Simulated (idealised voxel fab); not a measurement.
This is a process module. Its name is voxel wiring stack.
FYI the section here is cut, 275 nm wide, cells are 5 nm squares.
For the purposes of this document, a cross-section shall be understood as a grid of square cells, specified as bands listed in top-to-bottom order, each band consisting of one or more rows of cells. Each band's line starts with the height of the band's top and of its bottom, in nm. Then come its materials from left to right, each with its width in nm. One material with "edge to edge" fills the band from edge to edge. "empty" is empty space. All heights in this document are referenced to 0, defined as the level beneath which the wafer, as received, consists entirely of one material. The lowest band is not bounded below; it extends indefinitely downward and is written in the form "z 0 and below". Top row gets the first number, bottom row gets the second, and each row in between changes by the same step: that is how a band width like "30 to 40" works. Where the words "remained the same" appear for a step, the cross-section shows no cell changed by that step; every cell remained as before. Look at "Sealed internal cavities" for the closed voids: empty spaces with no open path to the top, sized 8 cells or up. Each is width x height at distance, distance from the left edge, all nm. Where a step's line continues beyond its settings, the continuation is a remark by the simulator itself on that step. A step line may carry the setting "overlay nm", which, for steps involving a mask, states the distance by which the mask lay to the right of its intended position; negative values denote displacement to the left.
### The following list gives the planned process steps
1. RECEIVE with material Si
2. CONFORMAL_DEP with material SiO2, thk nm 15
3. CONFORMAL_DEP with material SiCN, thk nm 5
4. DIRECTIONAL_DEP with material SiO2, thk nm 20
5. DIRECTIONAL_DEP with material aC, thk nm 15
6. PATTERN with tone open, mask id METAL_1, material resist, width nm 30, pitch nm 45, thk nm 30, overlay nm 0
7. DIRECTIONAL_ETCH with etch materials aC, depth nm 15
8. STRIP with etch materials resist
9. DIRECTIONAL_ETCH with etch materials SiO2, depth nm 20
10. DIRECTIONAL_ETCH with etch materials SiCN, depth nm 5
11. STRIP with etch materials aC
12. CONFORMAL_DEP with material TiN, thk nm 5
13. FILL_DEP with material Cu, thk nm 5
14. CMP with height nm 40
15. CONFORMAL_DEP with material SiCN, thk nm 5
16. DIRECTIONAL_DEP with material lowk, thk nm 30
17. PATTERN with tone open, mask id METAL_2, material resist, width nm 30, pitch nm 45, thk nm 15, overlay nm 0
18. DIRECTIONAL_ETCH with etch materials lowk, depth nm 15
19. STRIP with etch materials resist
20. PATTERN with tone open, mask id METAL_2_HOLES, material resist, width nm 15, pitch nm 90, thk nm 20, overlay nm 0
21. DIRECTIONAL_ETCH with etch materials lowk, depth nm 15
22. DIRECTIONAL_ETCH with etch materials SiCN, depth nm 5
23. STRIP with etch materials resist
24. CONFORMAL_DEP with material TiN, thk nm 5
25. FILL_DEP with material Cu, thk nm 5
26. CMP with height nm 75
27. CONFORMAL_DEP with material SiCN, thk nm 5
28. DIRECTIONAL_DEP with material lowk, thk nm 25
29. DIRECTIONAL_DEP with material aC, thk nm 15
30. PATTERN with tone open, mask id METAL_3, material resist, width nm 30, pitch nm 45, thk nm 30, overlay nm 0
31. DIRECTIONAL_ETCH with etch materials aC, depth nm 15
32. STRIP with etch materials resist
33. DIRECTIONAL_ETCH with etch materials lowk, depth nm 15
34. STRIP with etch materials aC
35. DIRECTIONAL_DEP with material aC, thk nm 10
36. PATTERN with tone open, mask id METAL_3_HOLES, material resist, width nm 15, pitch nm 90, thk nm 25, overlay nm 0
37. DIRECTIONAL_ETCH with etch materials aC, depth nm 10
38. STRIP with etch materials resist
39. DIRECTIONAL_ETCH with etch materials lowk, depth nm 10
40. DIRECTIONAL_ETCH with etch materials SiCN, depth nm 5
41. STRIP with etch materials aC
42. CONFORMAL_DEP with material TiN, thk nm 5
43. FILL_DEP with material Cu, thk nm 5
44. CMP with height nm 105
45. CONFORMAL_DEP with material SiCN, thk nm 5
The wafers are alike at the start. At step 36, their width nm differs. The plan lists the first wafer's value.
### first wafer as received, after step 1
	z 0 and below = Si edge to edge
	Sealed internal cavities: none
### Below: a row per wafer. Contents at end of module: for every material, cells gained since receipt (+) or lost since receipt (-); then closed voids
width nm 15 | +110 Cu | +190 SiCN | +313 SiO2 | +130 TiN | +467 lowk | Sealed internal cavities: none
width nm 20 | +116 Cu | +188 SiCN | +313 SiO2 | +130 TiN | +463 lowk | Sealed internal cavities: none
width nm 25 | +118 Cu | +188 SiCN | +313 SiO2 | +132 TiN | +459 lowk | Sealed internal cavities: none
width nm 30 | +124 Cu | +186 SiCN | +313 SiO2 | +132 TiN | +455 lowk | Sealed internal cavities: none
